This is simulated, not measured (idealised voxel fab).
process module | voxel capacitor over wiring
cross-section cut | 275 nm wide | cells 5 nm
A cross-section is a grid of square cells, given in bands from the top down. A band is one or more rows of cells.
Each band's line starts with the height of the band's top and of its bottom, in nm. Then come its materials from left to right, each with its width in nm. One material with "throughout" fills the band from edge to edge. "air" is empty space.
Height 0 is the level under which the wafer as received is all one material. The lowest band goes on downwards, as in "0 down".
A width such as "30 to 40" changes by the same amount from each row of cells to the next, from the band's top row to its bottom row.
"no change" after a step means that no cell of the cross-section changed.
closed voids: empty space of 8 cells or more with no open way to the top, each as width x height at its distance from the left edge, in nm
after a step's settings: what the simulator itself notes on the step
overlay nm, on a step with a mask: how far to the right of its planned place the mask lay; to the left if negative
Each pair below shows a cross-section before one step and the cross-section after it, down to the lowest band that changed. The line under each pair gives the step between them, with its settings. The pairs can come from different runs of this module on the same starting wafer, so a pair continues from the pair above only where its "before" says so.
before
  70 to 60: Cu throughout
  60 to 55: TiN 95 | Cu 5 | TiN 175
  55 to 45: lowk 90 | TiN 5 | Cu 5 | TiN 5 | lowk 170
  45 to 40: SiCN 90 | TiN 15 | SiCN 170
  40 to 20: SiO2 90 | TiN 5 | W 10 | TiN 5 | SiO2 50 | TiN 5 | W 10 | TiN 5 | SiO2 95
  20 to 15: SiN 90 | TiN 20 | SiN 50 | TiN 20 | SiN 95
  15 to 0: SiO2 throughout
  0 down: Si throughout
  closed voids: none
after
  55 to 45: lowk 90 | TiN 5 | Cu 5 | TiN 5 | lowk 170
  below 45: unchanged
  closed voids: none
the step between: op CMP | height nm 55
before: the cross-section after the pair above
after
  65 to 55: TiN throughout
  below 55: unchanged
  closed voids: none
the step between: op DIRECTIONAL_DEP | material TiN | thk nm 10
before: the cross-section after the pair above
after
  70 to 65: SiN throughout
  below 65: unchanged
  closed voids: none
the step between: op DIRECTIONAL_DEP | material SiN | thk nm 5
before: the cross-section after the pair above
after
  80 to 70: TiN throughout
  below 70: unchanged
  closed voids: none
the step between: op DIRECTIONAL_DEP | material TiN | thk nm 10
before: the cross-section after the pair above
after
  80 to 70: air 95 | TiN 55 | air 125
  below 70: unchanged
  closed voids: none
the step between: op MASKED_ETCH | tone cover | mask id UPPER_PLATE | width nm 55 | etch materials TiN | depth nm 10 | overlay nm 0
before: the cross-section after the pair above
after
  80 to 70: air 95 | TiN 55 | air 125
  70 to 65: air 95 | SiN 55 | air 125
  below 65: unchanged
  closed voids: none
the step between: op MASKED_ETCH | tone cover | mask id UPPER_PLATE | width nm 55 | etch materials SiN | depth nm 5 | overlay nm 0
before: the cross-section after the pair above
after
  80 to 70: air 95 | TiN 55 | air 125
  70 to 65: air 95 | SiN 55 | air 125
  65 to 55: air 90 | TiN 65 | air 120
  below 55: unchanged
  closed voids: none
the step between: op MASKED_ETCH | tone cover | mask id LOWER_PLATE | width nm 65 | etch materials TiN | depth nm 10 | overlay nm 0
before: the cross-section after the pair above
after
  95 to 80: SiO2 throughout
  80 to 70: SiO2 95 | TiN 55 | SiO2 125
  70 to 65: SiO2 95 | SiN 55 | SiO2 125
  65 to 55: SiO2 90 | TiN 65 | SiO2 120
  below 55: unchanged
  closed voids: none
the step between: op FILL_DEP | material SiO2 | thk nm 15
before: the cross-section after the pair above
after
  90 to 80: SiO2 throughout
  below 80: unchanged
  closed voids: none
the step between: op CMP | height nm 90
before: the cross-section after the pair above
after
  90 to 80: SiO2 105 | air 15 | SiO2 155
  below 80: unchanged
  closed voids: none
the step between: op MASKED_ETCH | tone open | mask id PLUG_2 | width nm 15 | etch materials SiO2 | depth nm 10 | overlay nm 0
before: the cross-section after the pair above
after
  95 to 90: TiN 110 | air 5 | TiN 160
  90 to 85: SiO2 105 | TiN 5 | air 5 | TiN 5 | SiO2 155
  85 to 80: SiO2 105 | TiN 15 | SiO2 155
  below 80: unchanged
  closed voids: none
the step between: op CONFORMAL_DEP | material TiN | thk nm 5
before: the cross-section after the pair above
after
  105 to 95: W throughout
  95 to 90: TiN 110 | W 5 | TiN 160
  90 to 85: SiO2 105 | TiN 5 | W 5 | TiN 5 | SiO2 155
  below 85: unchanged
  closed voids: none
the step between: op FILL_DEP | material W | thk nm 10
before: the cross-section after the pair above
after
  90 to 85: SiO2 105 | TiN 5 | W 5 | TiN 5 | SiO2 155
  below 85: unchanged
  closed voids: none
the step between: op CMP | height nm 90
before: the cross-section after the pair above
after
  95 to 90: SiN throughout
  below 90: unchanged
  closed voids: none
the step between: op CONFORMAL_DEP | material SiN | thk nm 5
before
  45 to 40: TiN 95 | air 10 | TiN 60 | air 10 | TiN 100
  40 to 20: SiO2 90 | TiN 5 | air 10 | TiN 5 | SiO2 50 | TiN 5 | air 10 | TiN 5 | SiO2 95
  20 to 15: SiN 90 | TiN 20 | SiN 50 | TiN 20 | SiN 95
  15 to 0: SiO2 throughout
  0 down: Si throughout
  closed voids: none
after
  50 to 45: SiO2 throughout
  45 to 40: TiN 95 | SiO2 10 | TiN 60 | SiO2 10 | TiN 100
  40 to 20: SiO2 90 | TiN 5 | SiO2 10 | TiN 5 | SiO2 50 | TiN 5 | SiO2 10 | TiN 5 | SiO2 95
  below 20: unchanged
  closed voids: none
the step between: op FILL_DEP | material SiO2 | thk nm 5
before: the cross-section after the pair above
after
  40 to 20: SiO2 90 | TiN 5 | SiO2 10 | TiN 5 | SiO2 50 | TiN 5 | SiO2 10 | TiN 5 | SiO2 95
  below 20: unchanged
  closed voids: none
the step between: op CMP | height nm 40
before: the cross-section after the pair above
after
  45 to 40: SiCN throughout
  below 40: unchanged
  closed voids: none
the step between: op CONFORMAL_DEP | material SiCN | thk nm 5
before: the cross-section after the pair above
after
  55 to 45: lowk throughout
  below 45: unchanged
  closed voids: none
the step between: op DIRECTIONAL_DEP | material lowk | thk nm 10
before: the cross-section after the pair above
after
  70 to 55: resist 95 | air 15 | resist 165
  below 55: unchanged
  closed voids: none
the step between: op PATTERN | tone open | mask id PLUG_1 | material resist | width nm 15 | thk nm 15 | overlay nm 0
before: the cross-section after the pair above
after
  70 to 55: resist 95 | air 15 | resist 165
  55 to 45: lowk 95 | air 15 | lowk 165
  below 45: unchanged
  closed voids: none
the step between: op DIRECTIONAL_ETCH | etch materials lowk | depth nm 10
before: the cross-section after the pair above
after
  70 to 55: resist 95 | air 15 | resist 165
  55 to 45: lowk 95 | air 15 | lowk 165
  45 to 40: SiCN 95 | air 15 | SiCN 165
  below 40: unchanged
  closed voids: none
the step between: op DIRECTIONAL_ETCH | etch materials SiCN | depth nm 5
before: the cross-section after the pair above
after
  55 to 45: lowk 95 | air 15 | lowk 165
  below 45: unchanged
  closed voids: none
the step between: op STRIP | etch materials resist
before: the cross-section after the pair above
after
  60 to 55: TiN 100 | air 5 | TiN 170
  55 to 45: lowk 95 | TiN 5 | air 5 | TiN 5 | lowk 165
  45 to 40: SiCN 95 | TiN 15 | SiCN 165
  below 40: unchanged
  closed voids: none
the step between: op CONFORMAL_DEP | material TiN | thk nm 5
before: the cross-section after the pair above
after
  70 to 60: Cu throughout
  60 to 55: TiN 100 | Cu 5 | TiN 170
  55 to 45: lowk 95 | TiN 5 | Cu 5 | TiN 5 | lowk 165
  below 45: unchanged
  closed voids: none
the step between: op FILL_DEP | material Cu | thk nm 10
before: the cross-section after the pair above
after
  55 to 45: lowk 95 | TiN 5 | Cu 5 | TiN 5 | lowk 165
  below 45: unchanged
  closed voids: none
the step between: op CMP | height nm 55
before: the cross-section after the pair above
after
  65 to 55: TiN throughout
  below 55: unchanged
  closed voids: none
the step between: op DIRECTIONAL_DEP | material TiN | thk nm 10
before: the cross-section after the pair above
after
  70 to 65: SiN throughout
  below 65: unchanged
  closed voids: none
the step between: op DIRECTIONAL_DEP | material SiN | thk nm 5
before: the cross-section after the pair above
after
  80 to 70: TiN throughout
  below 70: unchanged
  closed voids: none
the step between: op DIRECTIONAL_DEP | material TiN | thk nm 10
before: the cross-section after the pair above
after
  80 to 70: air 95 | TiN 55 | air 125
  below 70: unchanged
  closed voids: none
the step between: op MASKED_ETCH | tone cover | mask id UPPER_PLATE | width nm 55 | etch materials TiN | depth nm 10 | overlay nm 0
before: the cross-section after the pair above
after
  80 to 70: air 95 | TiN 55 | air 125
  70 to 65: air 95 | SiN 55 | air 125
  below 65: unchanged
  closed voids: none
the step between: op MASKED_ETCH | tone cover | mask id UPPER_PLATE | width nm 55 | etch materials SiN | depth nm 5 | overlay nm 0
before: the cross-section after the pair above
after
  80 to 70: air 95 | TiN 55 | air 125
  70 to 65: air 95 | SiN 55 | air 125
  65 to 55: air 90 | TiN 65 | air 120
  below 55: unchanged
  closed voids: none
the step between: op MASKED_ETCH | tone cover | mask id LOWER_PLATE | width nm 65 | etch materials TiN | depth nm 10 | overlay nm 0
before: the cross-section after the pair above
after
  95 to 80: SiO2 throughout
  80 to 70: SiO2 95 | TiN 55 | SiO2 125
  70 to 65: SiO2 95 | SiN 55 | SiO2 125
  65 to 55: SiO2 90 | TiN 65 | SiO2 120
  below 55: unchanged
  closed voids: none
the step between: op FILL_DEP | material SiO2 | thk nm 15
before: the cross-section after the pair above
after
  90 to 80: SiO2 throughout
  below 80: unchanged
  closed voids: none
the step between: op CMP | height nm 90
before: the cross-section after the pair above
after
  90 to 80: SiO2 105 | air 15 | SiO2 155
  below 80: unchanged
  closed voids: none
the step between: op MASKED_ETCH | tone open | mask id PLUG_2 | width nm 15 | etch materials SiO2 | depth nm 10 | overlay nm 0
before: the cross-section after the pair above
after
  95 to 90: TiN 110 | air 5 | TiN 160
  90 to 85: SiO2 105 | TiN 5 | air 5 | TiN 5 | SiO2 155
  85 to 80: SiO2 105 | TiN 15 | SiO2 155
  below 80: unchanged
  closed voids: none
the step between: op CONFORMAL_DEP | material TiN | thk nm 5
before: the cross-section after the pair above
after
  105 to 95: W throughout
  95 to 90: TiN 110 | W 5 | TiN 160
  90 to 85: SiO2 105 | TiN 5 | W 5 | TiN 5 | SiO2 155
  below 85: unchanged
  closed voids: none
the step between: op FILL_DEP | material W | thk nm 10
before: the cross-section after the pair above
after
  90 to 85: SiO2 105 | TiN 5 | W 5 | TiN 5 | SiO2 155
  below 85: unchanged
  closed voids: none
the step between: op CMP | height nm 90
before: the cross-section after the pair above
after
  95 to 90: SiN throughout
  below 90: unchanged
  closed voids: none
the step between: op CONFORMAL_DEP | material SiN | thk nm 5
before
  40 to 20: SiO2 throughout
  20 to 15: SiN throughout
  15 to 0: SiO2 throughout
  0 down: Si throughout
  closed voids: none
after
  40 to 20: air 90 | SiO2 20 | air 50 | SiO2 20 | air 95
  below 20: unchanged
  closed voids: none
the step between: op MASKED_ETCH | tone cover | mask id METAL_1 | width nm 20 | pitch nm 70 | etch materials SiO2 | depth nm 20 | overlay nm 0
before: the cross-section after the pair above
after
  45 to 40: air 85 | TiN 30 | air 40 | TiN 30 | air 90
  40 to 25: air 85 | TiN 5 | SiO2 20 | TiN 5 | air 40 | TiN 5 | SiO2 20 | TiN 5 | air 90
  25 to 20: TiN 90 | SiO2 20 | TiN 50 | SiO2 20 | TiN 95
  below 20: unchanged
  closed voids: none
the step between: op CONFORMAL_DEP | material TiN | thk nm 5
before: the cross-section after the pair above
after
  50 to 45: W throughout
  45 to 40: W 85 | TiN 30 | W 40 | TiN 30 | W 90
  40 to 25: W 85 | TiN 5 | SiO2 20 | TiN 5 | W 40 | TiN 5 | SiO2 20 | TiN 5 | W 90
  below 25: unchanged
  closed voids: none
the step between: op FILL_DEP | material W | thk nm 5
before: the cross-section after the pair above
after
  40 to 25: W 85 | TiN 5 | SiO2 20 | TiN 5 | W 40 | TiN 5 | SiO2 20 | TiN 5 | W 90
  below 25: unchanged
  closed voids: none
the step between: op CMP | height nm 40
before: the cross-section after the pair above
after
  45 to 40: SiCN throughout
  below 40: unchanged
  closed voids: none
the step between: op CONFORMAL_DEP | material SiCN | thk nm 5
before: the cross-section after the pair above
after
  55 to 45: lowk throughout
  below 45: unchanged
  closed voids: none
the step between: op DIRECTIONAL_DEP | material lowk | thk nm 10
before: the cross-section after the pair above
after
  70 to 55: resist 95 | air 15 | resist 165
  below 55: unchanged
  closed voids: none
the step between: op PATTERN | tone open | mask id PLUG_1 | material resist | width nm 15 | thk nm 15 | overlay nm 0
before: the cross-section after the pair above
after
  70 to 55: resist 95 | air 15 | resist 165
  55 to 45: lowk 95 | air 15 | lowk 165
  below 45: unchanged
  closed voids: none
the step between: op DIRECTIONAL_ETCH | etch materials lowk | depth nm 10
before: the cross-section after the pair above
after
  70 to 55: resist 95 | air 15 | resist 165
  55 to 45: lowk 95 | air 15 | lowk 165
  45 to 40: SiCN 95 | air 15 | SiCN 165
  below 40: unchanged
  closed voids: none
the step between: op DIRECTIONAL_ETCH | etch materials SiCN | depth nm 5
before: the cross-section after the pair above
after
  55 to 45: lowk 95 | air 15 | lowk 165
  below 45: unchanged
  closed voids: none
the step between: op STRIP | etch materials resist
before: the cross-section after the pair above
after
  60 to 55: TiN 100 | air 5 | TiN 170
  55 to 45: lowk 95 | TiN 5 | air 5 | TiN 5 | lowk 165
  45 to 40: SiCN 95 | TiN 15 | SiCN 165
  below 40: unchanged
  closed voids: none
the step between: op CONFORMAL_DEP | material TiN | thk nm 5
before: the cross-section after the pair above
after
  70 to 60: Cu throughout
  60 to 55: TiN 100 | Cu 5 | TiN 170
  55 to 45: lowk 95 | TiN 5 | Cu 5 | TiN 5 | lowk 165
  below 45: unchanged
  closed voids: none
the step between: op FILL_DEP | material Cu | thk nm 10
before: the cross-section after the pair above
after
  55 to 45: lowk 95 | TiN 5 | Cu 5 | TiN 5 | lowk 165
  below 45: unchanged
  closed voids: none
the step between: op CMP | height nm 55
before: the cross-section after the pair above
after
  65 to 55: TiN throughout
  below 55: unchanged
  closed voids: none
the step between: op DIRECTIONAL_DEP | material TiN | thk nm 10
before: the cross-section after the pair above
after
  70 to 65: SiN throughout
  below 65: unchanged
  closed voids: none
the step between: op DIRECTIONAL_DEP | material SiN | thk nm 5
before: the cross-section after the pair above
after
  80 to 70: TiN throughout
  below 70: unchanged
  closed voids: none
the step between: op DIRECTIONAL_DEP | material TiN | thk nm 10
before: the cross-section after the pair above
after
  80 to 70: air 95 | TiN 55 | air 125
  below 70: unchanged
  closed voids: none
the step between: op MASKED_ETCH | tone cover | mask id UPPER_PLATE | width nm 55 | etch materials TiN | depth nm 10 | overlay nm 0
before: the cross-section after the pair above
after
  80 to 70: air 95 | TiN 55 | air 125
  70 to 65: air 95 | SiN 55 | air 125
  below 65: unchanged
  closed voids: none
the step between: op MASKED_ETCH | tone cover | mask id UPPER_PLATE | width nm 55 | etch materials SiN | depth nm 5 | overlay nm 0
before: the cross-section after the pair above
after
  80 to 70: air 95 | TiN 55 | air 125
  70 to 65: air 95 | SiN 55 | air 125
  65 to 55: air 90 | TiN 65 | air 120
  below 55: unchanged
  closed voids: none
the step between: op MASKED_ETCH | tone cover | mask id LOWER_PLATE | width nm 65 | etch materials TiN | depth nm 10 | overlay nm 0
before: the cross-section after the pair above
after
  95 to 80: SiO2 throughout
  80 to 70: SiO2 95 | TiN 55 | SiO2 125
  70 to 65: SiO2 95 | SiN 55 | SiO2 125
  65 to 55: SiO2 90 | TiN 65 | SiO2 120
  below 55: unchanged
  closed voids: none
the step between: op FILL_DEP | material SiO2 | thk nm 15
before: the cross-section after the pair above
after
  90 to 80: SiO2 throughout
  below 80: unchanged
  closed voids: none
the step between: op CMP | height nm 90
before: the cross-section after the pair above
after
  90 to 80: SiO2 105 | air 15 | SiO2 155
  below 80: unchanged
  closed voids: none
the step between: op MASKED_ETCH | tone open | mask id PLUG_2 | width nm 15 | etch materials SiO2 | depth nm 10 | overlay nm 0
before: the cross-section after the pair above
after
  95 to 90: TiN 110 | air 5 | TiN 160
  90 to 85: SiO2 105 | TiN 5 | air 5 | TiN 5 | SiO2 155
  85 to 80: SiO2 105 | TiN 15 | SiO2 155
  below 80: unchanged
  closed voids: none
the step between: op CONFORMAL_DEP | material TiN | thk nm 5
before: the cross-section after the pair above
after
  105 to 95: W throughout
  95 to 90: TiN 110 | W 5 | TiN 160
  90 to 85: SiO2 105 | TiN 5 | W 5 | TiN 5 | SiO2 155
  below 85: unchanged
  closed voids: none
the step between: op FILL_DEP | material W | thk nm 10
before: the cross-section after the pair above
after
  90 to 85: SiO2 105 | TiN 5 | W 5 | TiN 5 | SiO2 155
  below 85: unchanged
  closed voids: none
the step between: op CMP | height nm 90
before: the cross-section after the pair above
after
  95 to 90: SiN throughout
  below 90: unchanged
  closed voids: none
the step between: op CONFORMAL_DEP | material SiN | thk nm 5
